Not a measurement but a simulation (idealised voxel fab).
process module | voxel ribs on slabs
cross-section cut | 265 nm wide | cells 5 nm
A cross-section is a grid of square cells, given in bands from the top down. A band is one or more rows of cells.
Each band's line starts with the height of the band's top and of its bottom, in nm. Then come its materials from left to right, each with its width in nm. One material with "throughout" fills the band from edge to edge. "air" is empty space.
Height 0 is the level under which the wafer as received is all one material. The lowest band goes on downwards, as in "0 down".
A width such as "30 to 40" changes by the same amount from each row of cells to the next, from the band's top row to its bottom row.
"no change" after a step means that no cell of the cross-section changed.
closed voids: empty space of 8 cells or more with no open way to the top, each as width x height at its distance from the left edge, in nm
after a step's settings: what the simulator itself notes on the step
overlay nm, on a step with a mask: how far to the right of its planned place the mask lay; to the left if negative
plan
1 op RECEIVE | material Si
2 op DIRECTIONAL_DEP | material SiO2 | thk nm 30
3 op DIRECTIONAL_DEP | material SiN | thk nm 20
4 op PATTERN | tone cover | mask id RIB | material resist | width nm 15 | thk nm 15 | overlay nm 0
5 op DIRECTIONAL_ETCH | etch materials SiN | depth nm 5
6 op STRIP | etch materials resist
7 op PATTERN | tone cover | mask id SLAB | material resist | width nm 85 | thk nm 15 | overlay nm 0
8 op DIRECTIONAL_ETCH | etch materials SiN | depth nm 15
9 op STRIP | etch materials resist
10 op FILL_DEP | material SiO2 | thk nm 20
11 op CMP | height nm 60
12 op DIRECTIONAL_DEP | material W | thk nm 5
13 op DIRECTIONAL_DEP | material aC | thk nm 15
14 op PATTERN | tone cover | mask id HEATER | material resist | width nm 35 | thk nm 30 | overlay nm 0
15 op DIRECTIONAL_ETCH | etch materials aC | depth nm 15
16 op STRIP | etch materials resist
17 op DIRECTIONAL_ETCH | etch materials W | depth nm 5
18 op STRIP | etch materials aC
19 op CONFORMAL_DEP | material SiN | thk nm 10
varied across the wafers: width nm of step 4. The plan shows the first wafer's value. All wafers start alike
first wafer as received, after step 1
  0 down: Si throughout
  closed voids: none
first wafer at the end, after step 19
  75 to 70: air 105 | SiN 55 | air 105
  70 to 65: SiN throughout
  65 to 60: SiN 115 | W 35 | SiN 115
  60 to 50: SiO2 throughout
  50 to 45: SiO2 125 | SiN 15 | SiO2 125
  45 to 30: SiO2 90 | SiN 85 | SiO2 90
  30 to 0: SiO2 throughout
  0 down: Si throughout
  closed voids: none
last wafer at the end
  75 to 70: air 105 | SiN 55 | air 105
  70 to 65: SiN throughout
  65 to 60: SiN 115 | W 35 | SiN 115
  60 to 50: SiO2 throughout
  50 to 45: SiO2 115 | SiN 40 | SiO2 110
  45 to 30: SiO2 90 | SiN 85 | SiO2 90
  30 to 0: SiO2 throughout
  0 down: Si throughout
  closed voids: none
each wafer at the end: cells of each material gained (+) or lost (-) since it was received, then its closed voids
width nm 15 | +164 SiN | +582 SiO2 | +7 W | closed voids: none
width nm 20 | +165 SiN | +581 SiO2 | +7 W | closed voids: none
width nm 25 | +166 SiN | +580 SiO2 | +7 W | closed voids: none
width nm 30 | +167 SiN | +579 SiO2 | +7 W | closed voids: none
width nm 35 | +168 SiN | +578 SiO2 | +7 W | closed voids: none
width nm 40 | +169 SiN | +577 SiO2 | +7 W | closed voids: none
